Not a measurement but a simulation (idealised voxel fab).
process module | voxel capacitor over wiring
cross-section cut | 295 nm wide | cells 5 nm
A cross-section is a grid of square cells, given in bands from the top down. A band is one or more rows of cells.
Each band's line starts with the height of the band's top and of its bottom, in nm. Then come its materials from left to right, each with its width in nm. One material with "throughout" fills the band from edge to edge. "air" is empty space.
Height 0 is the level under which the wafer as received is all one material. The lowest band goes on downwards, as in "0 down".
A width such as "30 to 40" changes by the same amount from each row of cells to the next, from the band's top row to its bottom row.
"no change" after a step means that no cell of the cross-section changed.
closed voids: empty space of 8 cells or more with no open way to the top, each as width x height at its distance from the left edge, in nm
after a step's settings: what the simulator itself notes on the step
overlay nm, on a step with a mask: how far to the right of its planned place the mask lay; to the left if negative
plan
1 op RECEIVE | material Si
2 op CONFORMAL_DEP | material SiO2 | thk nm 15
3 op CONFORMAL_DEP | material SiCN | thk nm 5
4 op DIRECTIONAL_DEP | material SiO2 | thk nm 20
5 op MASKED_ETCH | tone open | mask id METAL_1 | width nm 20 | pitch nm 85 | etch materials SiO2 | depth nm 20 | overlay nm 0
6 op MASKED_ETCH | tone open | mask id METAL_1 | width nm 20 | pitch nm 85 | etch materials SiCN | depth nm 5 | overlay nm 0
7 op CONFORMAL_DEP | material TiN | thk nm 5
8 op FILL_DEP | material Cu | thk nm 10
9 op CMP | height nm 40
10 op CONFORMAL_DEP | material SiCN | thk nm 5
11 op DIRECTIONAL_DEP | material SiO2 | thk nm 10
12 op DIRECTIONAL_DEP | material aC | thk nm 15
13 op PATTERN | tone open | mask id PLUG_1 | material resist | width nm 15 | thk nm 35 | overlay nm 0
14 op DIRECTIONAL_ETCH | etch materials aC | depth nm 15
15 op STRIP | etch materials resist
16 op DIRECTIONAL_ETCH | etch materials SiO2 | depth nm 10
17 op DIRECTIONAL_ETCH | etch materials SiCN | depth nm 5
18 op STRIP | etch materials aC
19 op EPI | material Ru | thk nm 10
20 op EPI | material Ru | thk nm 5
21 op DIRECTIONAL_DEP | material TiN | thk nm 10
22 op DIRECTIONAL_DEP | material SiN | thk nm 5
23 op DIRECTIONAL_DEP | material TiN | thk nm 5
24 op DIRECTIONAL_DEP | material aC | thk nm 15
25 op PATTERN | tone cover | mask id UPPER_PLATE | material resist | width nm 70 | thk nm 30 | overlay nm 0
26 op DIRECTIONAL_ETCH | etch materials aC | depth nm 15
27 op STRIP | etch materials resist
28 op DIRECTIONAL_ETCH | etch materials TiN | depth nm 5
29 op DIRECTIONAL_ETCH | etch materials SiN | depth nm 5
30 op STRIP | etch materials aC
31 op DIRECTIONAL_DEP | material aC | thk nm 15
32 op PATTERN | tone cover | mask id LOWER_PLATE | material resist | width nm 80 | thk nm 30 | overlay nm 0
33 op DIRECTIONAL_ETCH | etch materials aC | depth nm 15
34 op STRIP | etch materials resist
35 op DIRECTIONAL_ETCH | etch materials TiN | depth nm 10
36 op STRIP | etch materials aC
37 op FILL_DEP | material SiO2 | thk nm 15
38 op CMP | height nm 85
39 op DIRECTIONAL_DEP | material aC | thk nm 10
40 op PATTERN | tone open | mask id PLUG_2 | material resist | width nm 15 | thk nm 25 | overlay nm 0
41 op DIRECTIONAL_ETCH | etch materials aC | depth nm 10
42 op STRIP | etch materials resist
43 op DIRECTIONAL_ETCH | etch materials SiO2 | depth nm 10
44 op STRIP | etch materials aC
45 op CONFORMAL_DEP | material TiN | thk nm 5
46 op FILL_DEP | material Cu | thk nm 5
47 op CMP | height nm 85
48 op CONFORMAL_DEP | material SiN | thk nm 5
as received, after step 1
  0 down: Si throughout
  closed voids: none
a wafer at the end: this start, this plan, one mistake
  90 to 85: SiN throughout
  85 to 80: SiO2 110 | TiN 5 | Cu 5 | TiN 5 | SiO2 170
  80 to 70: SiO2 110 to 100 | TiN 15 to 70 | SiO2 170 to 125
  70 to 60: SiO2 95 | TiN 80 | SiO2 120
  60 to 55: SiN throughout
  55 to 45: SiO2 100 | Ru 15 | SiO2 180
  45 to 40: SiCN 100 | Ru 15 | SiCN 180
  40 to 20: SiO2 95 | TiN 5 | Cu 10 | TiN 5 | SiO2 65 | TiN 5 | Cu 10 | TiN 5 | SiO2 95
  20 to 15: SiCN 95 | TiN 20 | SiCN 65 | TiN 20 | SiCN 95
  15 to 0: SiO2 throughout
  0 down: Si throughout
  closed voids: none
what went wrong: steps 21 and 22 were swapped
